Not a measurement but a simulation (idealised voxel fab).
process module | voxel self aligned vias
cross-section cut | 180 nm wide | cells 5 nm
A cross-section is a grid of square cells, given in bands from the top down. A band is one or more rows of cells.
Each band's line starts with the height of the band's top and of its bottom, in nm. Then come its materials from left to right, each with its width in nm. One material with "throughout" fills the band from edge to edge. "air" is empty space.
Height 0 is the level under which the wafer as received is all one material. The lowest band goes on downwards, as in "0 down".
A width such as "30 to 40" changes by the same amount from each row of cells to the next, from the band's top row to its bottom row.
"no change" after a step means that no cell of the cross-section changed.
closed voids: empty space of 8 cells or more with no open way to the top, each as width x height at its distance from the left edge, in nm
after a step's settings: what the simulator itself notes on the step
overlay nm, on a step with a mask: how far to the right of its planned place the mask lay; to the left if negative
plan
1 op RECEIVE | material Si
2 op CONFORMAL_DEP | material SiO2 | thk nm 15
3 op CONFORMAL_DEP | material SiCN | thk nm 5
4 op DIRECTIONAL_DEP | material SiO2 | thk nm 25
5 op PATTERN | tone open | mask id LINES | material resist | width nm 20 | pitch nm 70 | thk nm 20 | overlay nm 0
6 op DIRECTIONAL_ETCH | etch materials SiO2 | depth nm 25
7 op STRIP | etch materials resist
8 op CONFORMAL_DEP | material TiN | thk nm 5
9 op FILL_DEP | material Ru | thk nm 5
10 op CMP | height nm 45
11 op SELECTIVE_ETCH | etch materials W Ru TiN | depth nm 5
12 op FILL_DEP | material SiN | thk nm 5
13 op CMP | height nm 45
14 op DIRECTIONAL_DEP | material SiO2 | thk nm 15
15 op PATTERN | tone open | mask id VIAS | material resist | width nm 40 | pitch nm 70 | thk nm 20 | overlay nm 0
16 op DIRECTIONAL_ETCH | etch materials SiO2 | depth nm 15
17 op DIRECTIONAL_ETCH | etch materials SiN | depth nm 5
18 op STRIP | etch materials resist
19 op CONFORMAL_DEP | material TiN | thk nm 5
20 op FILL_DEP | material Cu | thk nm 10
21 op CMP | height nm 60
22 op CONFORMAL_DEP | material SiN | thk nm 5
as received, after step 1
  0 down: Si throughout
  closed voids: none
a wafer at the end: this start, this plan, one mistake
  65 to 60: SiN throughout
  60 to 50: SiO2 30 | TiN 5 | Cu 40 | TiN 5 | SiO2 20 | TiN 5 | Cu 40 | TiN 5 | SiO2 30
  50 to 45: SiO2 30 | TiN 20 | Cu 10 | TiN 20 | SiO2 20 | TiN 20 | Cu 10 | TiN 20 | SiO2 30
  45 to 40: SiO2 45 | TiN 20 | SiO2 50 | TiN 20 | SiO2 45
  40 to 25: SiO2 45 | TiN 5 | Ru 10 | TiN 5 | SiO2 50 | TiN 5 | Ru 10 | TiN 5 | SiO2 45
  25 to 20: SiO2 45 | TiN 20 | SiO2 50 | TiN 20 | SiO2 45
  20 to 15: SiCN throughout
  15 to 0: SiO2 throughout
  0 down: Si throughout
  closed voids: none
what went wrong: step 15 ran as: op PATTERN | tone open | mask id VIAS | material resist | width nm 50 | pitch nm 70 | thk nm 20 | overlay nm 0
